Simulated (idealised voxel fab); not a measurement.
The process module presented herein is designated voxel tone inversion.
190 nm wide, 5 nm square cells: that's cross-section cut.
For the purposes of this document, a cross-section shall be understood as a grid of square cells, specified as bands listed in top-to-bottom order, each band consisting of one or more rows of cells. This entry defines a band. It first specifies the height of the band's top and the height of its bottom in nm, and then specifies the band's materials from left to right, stating each material with its width in nm. The word "throughout" identifies a single material that fills the band from edge to edge, while the word "empty" identifies empty space. Heights from 0 (as-received wafer is one material below). Bottom band endless downward, as "from 0 down". The two numbers in a width such as "30 to 40" mark its ends across the band: the first belongs to the top row of cells, the second to the bottom row, and from each row to the next the width moves by the same amount. "left unchanged" (step): cross-section cells unchanged, all of them. Closed empty spaces (no open way to the top) of 8 cells or more are what "Cavities, closed" lists, each as width x height at distance from the left edge, nm for all three. On each step's line, the part that comes after the settings is the simulator's own comment on the step. You can add "overlay nm" to a step's line. For a step with a mask, it describes how far the mask lay to the right of its planned position, and a negative number describes a lay to the left.
Set out below are the planned steps of the process:
1: op RECEIVE | material Si
2: op CONFORMAL_DEP | material SiN | thk nm 5
3: op DIRECTIONAL_DEP | material aC | thk nm 20
4: op PATTERN | tone cover | mask id POSTS | material resist | width nm 25 | pitch nm 50 | thk nm 30 | overlay nm -15
5: op DIRECTIONAL_ETCH | etch materials aC | depth nm 20
6: op STRIP | etch materials resist
7: op FILL_DEP | material lowk | thk nm 10
8: op CMP | height nm 25
9: op STRIP | etch materials aC
10: op CONFORMAL_DEP | material TiN | thk nm 5
11: op FILL_DEP | material W | thk nm 10
12: op CMP | height nm 25
13: op CONFORMAL_DEP | material SiCN | thk nm 5
Across this set of wafers, the varied parameter is the overlay nm of step 4. Starting conditions are identical for every wafer, and the plan reports the value assigned to the first wafer.
Sectional view: first of several wafers, as received, after step 1:
* from 0 down = Si throughout
* Cavities, closed: none
Last step of the module is step 13; after it, the first of several wafers in cross-section:
* from 30 to 25 = SiCN throughout
* from 25 to 10 = lowk=40 / TiN=5 / W=15 / TiN=5 / lowk=25 / TiN=5 / W=15 / TiN=5 / lowk=75
* from 10 to 5 = lowk=40 / TiN=25 / lowk=25 / TiN=25 / lowk=75
* from 5 to 0 = SiN throughout
* from 0 down = Si throughout
* Cavities, closed: none
Showing the last wafer in cross-section at the end of the module:
* from 30 to 25 = SiCN throughout
* from 25 to 10 = lowk=70 / TiN=5 / W=15 / TiN=5 / lowk=25 / TiN=5 / W=15 / TiN=5 / lowk=45
* from 10 to 5 = lowk=70 / TiN=25 / lowk=25 / TiN=25 / lowk=45
* from 5 to 0 = SiN throughout
* from 0 down = Si throughout
* Cavities, closed: none
For your reference, the table is organized with a row per wafer; each row reflects the wafer at the end of the module, indicating for each material the cells gained (+) or lost (-) since receipt, and thereafter its closed voids:
overlay nm -15; +38 SiCN; +38 SiN; +22 TiN; +18 W; +112 lowk; Cavities, closed: none
overlay nm -10; +38 SiCN; +38 SiN; +22 TiN; +18 W; +112 lowk; Cavities, closed: none
overlay nm -5; +38 SiCN; +38 SiN; +22 TiN; +18 W; +112 lowk; Cavities, closed: none
overlay nm 0; +38 SiCN; +38 SiN; +22 TiN; +18 W; +112 lowk; Cavities, closed: none
overlay nm 5; +38 SiCN; +38 SiN; +22 TiN; +18 W; +112 lowk; Cavities, closed: none
overlay nm 10; +38 SiCN; +38 SiN; +22 TiN; +18 W; +112 lowk; Cavities, closed: none
overlay nm 15; +38 SiCN; +38 SiN; +22 TiN; +18 W; +112 lowk; Cavities, closed: none
